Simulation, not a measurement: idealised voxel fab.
The process module presented herein is designated voxel self aligned vias.
FYI the section here is cut, 180 nm wide, cells are 5 nm squares.
Each cross-section below is a grid of square cells, stated as bands in top-down order, with one or more rows of cells making up each band. Heights first: top, then bottom, in nm. Then materials, left to right, each with a width in nm. "full width" on a single material: fills the band edge to edge. "empty": empty space. The level at which height equals 0 is the one under which the wafer, as it arrives, is entirely one material. No lower edge exists for the bottom band, which continues downward and is notated as in "0 and below". A two-number width, for instance "30..40", indicates that the width is equal to the first number in the top row of the band and to the second number in the bottom row, and that it changes by a constant amount per row of cells. "nothing different" after a step means that no cell of the cross-section changed. Closed-off voids of 8+ cells (no open route to the top) go in "Tabulated closed voids", written width x height at distance from the left edge, in nm. Text after the settings on a step's line: the simulator's own remark on that step. What "overlay nm" on a step's line means: if the step has a mask, that mask lay this far to the right of its planned place, or, when the value is negative, to the left.
### Set out below are the planned steps of the process
1. RECEIVE with material Si
2. CONFORMAL_DEP with material SiO2, thk nm 15
3. CONFORMAL_DEP with material SiCN, thk nm 5
4. DIRECTIONAL_DEP with material lowk, thk nm 25
5. DIRECTIONAL_DEP with material aC, thk nm 10
6. PATTERN with tone open, mask id LINES, material resist, width nm 20, pitch nm 55, thk nm 25, overlay nm 0
7. DIRECTIONAL_ETCH with etch materials aC, depth nm 10
8. STRIP with etch materials resist
9. DIRECTIONAL_ETCH with etch materials lowk, depth nm 25
10. STRIP with etch materials aC
11. CONFORMAL_DEP with material TiN, thk nm 5
12. FILL_DEP with material Ru, thk nm 5
13. CMP with height nm 45
14. SELECTIVE_ETCH with etch materials W Ru TiN, depth nm 5
15. FILL_DEP with material SiN, thk nm 10
16. CMP with height nm 45
17. DIRECTIONAL_DEP with material lowk, thk nm 15
18. PATTERN with tone open, mask id VIAS, material resist, width nm 40, pitch nm 55, thk nm 15, overlay nm 0
19. DIRECTIONAL_ETCH with etch materials lowk, depth nm 15
20. DIRECTIONAL_ETCH with etch materials SiN, depth nm 5
21. STRIP with etch materials resist
22. CONFORMAL_DEP with material TiN, thk nm 5
23. FILL_DEP with material W, thk nm 10
24. CMP with height nm 60
25. CONFORMAL_DEP with material SiN, thk nm 5
### First wafer, two in total, run as planned
### as received, after step 1
0 and below  Si full width
Tabulated closed voids: none
### Cross-section of the wafer subsequent to step 2
15 down to 0  SiO2 full width
Under the height 0 nothing was changed.
### Cross-section of the wafer subsequent to step 3
20 down to 15  SiCN full width
Under the height 15 nothing was changed.
### Cross-section of the wafer subsequent to step 4
45 down to 20  lowk full width
Under the height 20 nothing was changed.
### Cross-section of the wafer subsequent to step 5
55 down to 45  aC full width
Under the height 45 nothing was changed.
### Cross-section of the wafer subsequent to step 6
80 down to 55  resist 25 / empty 20 / resist 35 / empty 20 / resist 35 / empty 20 / resist 25
Under the height 55 nothing was changed.
### Cross-section of the wafer subsequent to step 7
70 down to 55  resist 25 / empty 20 / resist 35 / empty 20 / resist 35 / empty 20 / resist 25
55 down to 45  aC 25 / empty 20 / aC 35 / empty 20 / aC 35 / empty 20 / aC 25
Under the height 45 nothing was changed.
### Cross-section of the wafer subsequent to step 8
55 down to 45  aC 25 / empty 20 / aC 35 / empty 20 / aC 35 / empty 20 / aC 25
Under the height 45 nothing was changed.
### Cross-section of the wafer subsequent to step 9
55 down to 45  aC 25 / empty 20 / aC 35 / empty 20 / aC 35 / empty 20 / aC 25
45 down to 20  lowk 25 / empty 20 / lowk 35 / empty 20 / lowk 35 / empty 20 / lowk 25
Under the height 20 nothing was changed.
### Cross-section of the wafer subsequent to step 10
45 down to 20  lowk 25 / empty 20 / lowk 35 / empty 20 / lowk 35 / empty 20 / lowk 25
Under the height 20 nothing was changed.
### Cross-section of the wafer subsequent to step 11
50 down to 45  TiN 30 / empty 10 / TiN 45 / empty 10 / TiN 45 / empty 10 / TiN 30
45 down to 25  lowk 25 / TiN 5 / empty 10 / TiN 5 / lowk 35 / TiN 5 / empty 10 / TiN 5 / lowk 35 / TiN 5 / empty 10 / TiN 5 / lowk 25
25 down to 20  lowk 25 / TiN 20 / lowk 35 / TiN 20 / lowk 35 / TiN 20 / lowk 25
Under the height 20 nothing was changed.
### Cross-section of the wafer subsequent to step 12
55 down to 50  Ru full width
50 down to 45  TiN 30 / Ru 10 / TiN 45 / Ru 10 / TiN 45 / Ru 10 / TiN 30
45 down to 25  lowk 25 / TiN 5 / Ru 10 / TiN 5 / lowk 35 / TiN 5 / Ru 10 / TiN 5 / lowk 35 / TiN 5 / Ru 10 / TiN 5 / lowk 25
Under the height 25 nothing was changed.
### Cross-section of the wafer subsequent to step 13
45 down to 25  lowk 25 / TiN 5 / Ru 10 / TiN 5 / lowk 35 / TiN 5 / Ru 10 / TiN 5 / lowk 35 / TiN 5 / Ru 10 / TiN 5 / lowk 25
Under the height 25 nothing was changed.
### Cross-section of the wafer subsequent to step 14
45 down to 40  lowk 25 / empty 20 / lowk 35 / empty 20 / lowk 35 / empty 20 / lowk 25
Under the height 40 nothing was changed.
### Cross-section of the wafer subsequent to step 15
55 down to 45  SiN full width
45 down to 40  lowk 25 / SiN 20 / lowk 35 / SiN 20 / lowk 35 / SiN 20 / lowk 25
Under the height 40 nothing was changed.
### Cross-section of the wafer subsequent to step 16
45 down to 40  lowk 25 / SiN 20 / lowk 35 / SiN 20 / lowk 35 / SiN 20 / lowk 25
Under the height 40 nothing was changed.
### Cross-section of the wafer subsequent to step 17
60 down to 45  lowk full width
Under the height 45 nothing was changed.
### Cross-section of the wafer subsequent to step 18
75 down to 60  resist 15 / empty 40 / resist 15 / empty 40 / resist 15 / empty 40 / resist 15
Under the height 60 nothing was changed.
### Cross-section of the wafer subsequent to step 19
75 down to 60  resist 15 / empty 40 / resist 15 / empty 40 / resist 15 / empty 40 / resist 15
60 down to 45  lowk 15 / empty 40 / lowk 15 / empty 40 / lowk 15 / empty 40 / lowk 15
Under the height 45 nothing was changed.
### Cross-section of the wafer subsequent to step 20
75 down to 60  resist 15 / empty 40 / resist 15 / empty 40 / resist 15 / empty 40 / resist 15
60 down to 45  lowk 15 / empty 40 / lowk 15 / empty 40 / lowk 15 / empty 40 / lowk 15
45 down to 40  lowk 25 / empty 20 / lowk 35 / empty 20 / lowk 35 / empty 20 / lowk 25
Under the height 40 nothing was changed.
### Cross-section of the wafer subsequent to step 21
60 down to 45  lowk 15 / empty 40 / lowk 15 / empty 40 / lowk 15 / empty 40 / lowk 15
Under the height 45 nothing was changed.
### Cross-section of the wafer subsequent to step 22
65 down to 60  TiN 20 / empty 30 / TiN 25 / empty 30 / TiN 25 / empty 30 / TiN 20
60 down to 50  lowk 15 / TiN 5 / empty 30 / TiN 5 / lowk 15 / TiN 5 / empty 30 / TiN 5 / lowk 15 / TiN 5 / empty 30 / TiN 5 / lowk 15
50 down to 45  lowk 15 / TiN 15 / empty 10 / TiN 15 / lowk 15 / TiN 15 / empty 10 / TiN 15 / lowk 15 / TiN 15 / empty 10 / TiN 15 / lowk 15
45 down to 40  lowk 25 / TiN 20 / lowk 35 / TiN 20 / lowk 35 / TiN 20 / lowk 25
Under the height 40 nothing was changed.
### Cross-section of the wafer subsequent to step 23
75 down to 65  W full width
65 down to 60  TiN 20 / W 30 / TiN 25 / W 30 / TiN 25 / W 30 / TiN 20
60 down to 50  lowk 15 / TiN 5 / W 30 / TiN 5 / lowk 15 / TiN 5 / W 30 / TiN 5 / lowk 15 / TiN 5 / W 30 / TiN 5 / lowk 15
50 down to 45  lowk 15 / TiN 15 / W 10 / TiN 15 / lowk 15 / TiN 15 / W 10 / TiN 15 / lowk 15 / TiN 15 / W 10 / TiN 15 / lowk 15
Under the height 45 nothing was changed.
### Cross-section of the wafer subsequent to step 24
60 down to 50  lowk 15 / TiN 5 / W 30 / TiN 5 / lowk 15 / TiN 5 / W 30 / TiN 5 / lowk 15 / TiN 5 / W 30 / TiN 5 / lowk 15
Under the height 50 nothing was changed.
### Cross-section of the wafer subsequent to step 25
65 down to 60  SiN full width
Under the height 60 nothing was changed.
### Notes, second wafer: start = first wafer's, plan = first wafer's, execution had one mistake; history identical to first through step 5
### Second wafer profile in section, at the moment step 6 of the plan was meant to be complete
80 down to 55  resist 30 / empty 15 / resist 40 / empty 15 / resist 40 / empty 15 / resist 25
Under the height 55 nothing was changed.
### Second wafer profile in section, at the moment step 7 of the plan was meant to be complete
70 down to 55  resist 30 / empty 15 / resist 40 / empty 15 / resist 40 / empty 15 / resist 25
55 down to 45  aC 30 / empty 15 / aC 40 / empty 15 / aC 40 / empty 15 / aC 25
Under the height 45 nothing was changed.
### Second wafer profile in section, at the moment step 8 of the plan was meant to be complete
55 down to 45  aC 30 / empty 15 / aC 40 / empty 15 / aC 40 / empty 15 / aC 25
Under the height 45 nothing was changed.
### Second wafer profile in section, at the moment step 9 of the plan was meant to be complete
55 down to 45  aC 30 / empty 15 / aC 40 / empty 15 / aC 40 / empty 15 / aC 25
45 down to 20  lowk 30 / empty 15 / lowk 40 / empty 15 / lowk 40 / empty 15 / lowk 25
Under the height 20 nothing was changed.
### Second wafer profile in section, at the moment step 10 of the plan was meant to be complete
45 down to 20  lowk 30 / empty 15 / lowk 40 / empty 15 / lowk 40 / empty 15 / lowk 25
Under the height 20 nothing was changed.
### Second wafer profile in section, at the moment step 11 of the plan was meant to be complete
50 down to 45  TiN 35 / empty 5 / TiN 50 / empty 5 / TiN 50 / empty 5 / TiN 30
45 down to 25  lowk 30 / TiN 5 / empty 5 / TiN 5 / lowk 40 / TiN 5 / empty 5 / TiN 5 / lowk 40 / TiN 5 / empty 5 / TiN 5 / lowk 25
25 down to 20  lowk 30 / TiN 15 / lowk 40 / TiN 15 / lowk 40 / TiN 15 / lowk 25
Under the height 20 nothing was changed.
### Second wafer profile in section, at the moment step 12 of the plan was meant to be complete
55 down to 50  Ru full width
50 down to 45  TiN 35 / Ru 5 / TiN 50 / Ru 5 / TiN 50 / Ru 5 / TiN 30
45 down to 25  lowk 30 / TiN 5 / Ru 5 / TiN 5 / lowk 40 / TiN 5 / Ru 5 / TiN 5 / lowk 40 / TiN 5 / Ru 5 / TiN 5 / lowk 25
Under the height 25 nothing was changed.
### Second wafer profile in section, at the moment step 13 of the plan was meant to be complete
45 down to 25  lowk 30 / TiN 5 / Ru 5 / TiN 5 / lowk 40 / TiN 5 / Ru 5 / TiN 5 / lowk 40 / TiN 5 / Ru 5 / TiN 5 / lowk 25
Under the height 25 nothing was changed.
### Second wafer profile in section, at the moment step 14 of the plan was meant to be complete
45 down to 40  lowk 30 / empty 15 / lowk 40 / empty 15 / lowk 40 / empty 15 / lowk 25
Under the height 40 nothing was changed.
### Second wafer profile in section, at the moment step 15 of the plan was meant to be complete
55 down to 45  SiN full width
45 down to 40  lowk 30 / SiN 15 / lowk 40 / SiN 15 / lowk 40 / SiN 15 / lowk 25
Under the height 40 nothing was changed.
### Second wafer profile in section, at the moment step 16 of the plan was meant to be complete
45 down to 40  lowk 30 / SiN 15 / lowk 40 / SiN 15 / lowk 40 / SiN 15 / lowk 25
Under the height 40 nothing was changed.
### Second wafer profile in section, at the moment step 17 of the plan was meant to be complete
60 down to 45  lowk full width
Under the height 45 nothing was changed.
### Second wafer profile in section, at the moment step 18 of the plan was meant to be complete
75 down to 60  resist 15 / empty 40 / resist 15 / empty 40 / resist 15 / empty 40 / resist 15
Under the height 60 nothing was changed.
### Second wafer profile in section, at the moment step 19 of the plan was meant to be complete
75 down to 60  resist 15 / empty 40 / resist 15 / empty 40 / resist 15 / empty 40 / resist 15
60 down to 45  lowk 15 / empty 40 / lowk 15 / empty 40 / lowk 15 / empty 40 / lowk 15
Under the height 45 nothing was changed.
### Second wafer profile in section, at the moment step 20 of the plan was meant to be complete
75 down to 60  resist 15 / empty 40 / resist 15 / empty 40 / resist 15 / empty 40 / resist 15
60 down to 45  lowk 15 / empty 40 / lowk 15 / empty 40 / lowk 15 / empty 40 / lowk 15
45 down to 40  lowk 30 / empty 15 / lowk 40 / empty 15 / lowk 40 / empty 15 / lowk 25
Under the height 40 nothing was changed.
### Second wafer profile in section, at the moment step 21 of the plan was meant to be complete
60 down to 45  lowk 15 / empty 40 / lowk 15 / empty 40 / lowk 15 / empty 40 / lowk 15
Under the height 45 nothing was changed.
### Second wafer profile in section, at the moment step 22 of the plan was meant to be complete
65 down to 60  TiN 20 / empty 30 / TiN 25 / empty 30 / TiN 25 / empty 30 / TiN 20
60 down to 50  lowk 15 / TiN 5 / empty 30 / TiN 5 / lowk 15 / TiN 5 / empty 30 / TiN 5 / lowk 15 / TiN 5 / empty 30 / TiN 5 / lowk 15
50 down to 45  lowk 15 / TiN 20 / empty 5 / TiN 15 / lowk 15 / TiN 20 / empty 5 / TiN 15 / lowk 15 / TiN 20 / empty 5 / TiN 15 / lowk 15
45 down to 40  lowk 30 / TiN 15 / lowk 40 / TiN 15 / lowk 40 / TiN 15 / lowk 25
Under the height 40 nothing was changed.
### Second wafer profile in section, at the moment step 23 of the plan was meant to be complete
75 down to 65  W full width
65 down to 60  TiN 20 / W 30 / TiN 25 / W 30 / TiN 25 / W 30 / TiN 20
60 down to 50  lowk 15 / TiN 5 / W 30 / TiN 5 / lowk 15 / TiN 5 / W 30 / TiN 5 / lowk 15 / TiN 5 / W 30 / TiN 5 / lowk 15
50 down to 45  lowk 15 / TiN 20 / W 5 / TiN 15 / lowk 15 / TiN 20 / W 5 / TiN 15 / lowk 15 / TiN 20 / W 5 / TiN 15 / lowk 15
Under the height 45 nothing was changed.
### Second wafer profile in section, at the moment step 24 of the plan was meant to be complete
60 down to 50  lowk 15 / TiN 5 / W 30 / TiN 5 / lowk 15 / TiN 5 / W 30 / TiN 5 / lowk 15 / TiN 5 / W 30 / TiN 5 / lowk 15
Under the height 50 nothing was changed.
### Second wafer profile in section, at the moment step 25 of the plan was meant to be complete
65 down to 60  SiN full width
Under the height 60 nothing was changed.
Which mistake was made when the wafer was run? step 6: run off-plan, actual operation and settings PATTERN with tone open, mask id LINES, material resist, width nm 15, pitch nm 55, thk nm 25, overlay nm 0
Per the end-of-run cell counts, the second wafer holds more or fewer of some materials than the first: -9 Ru | -3 TiN | -3 W | +15 lowk
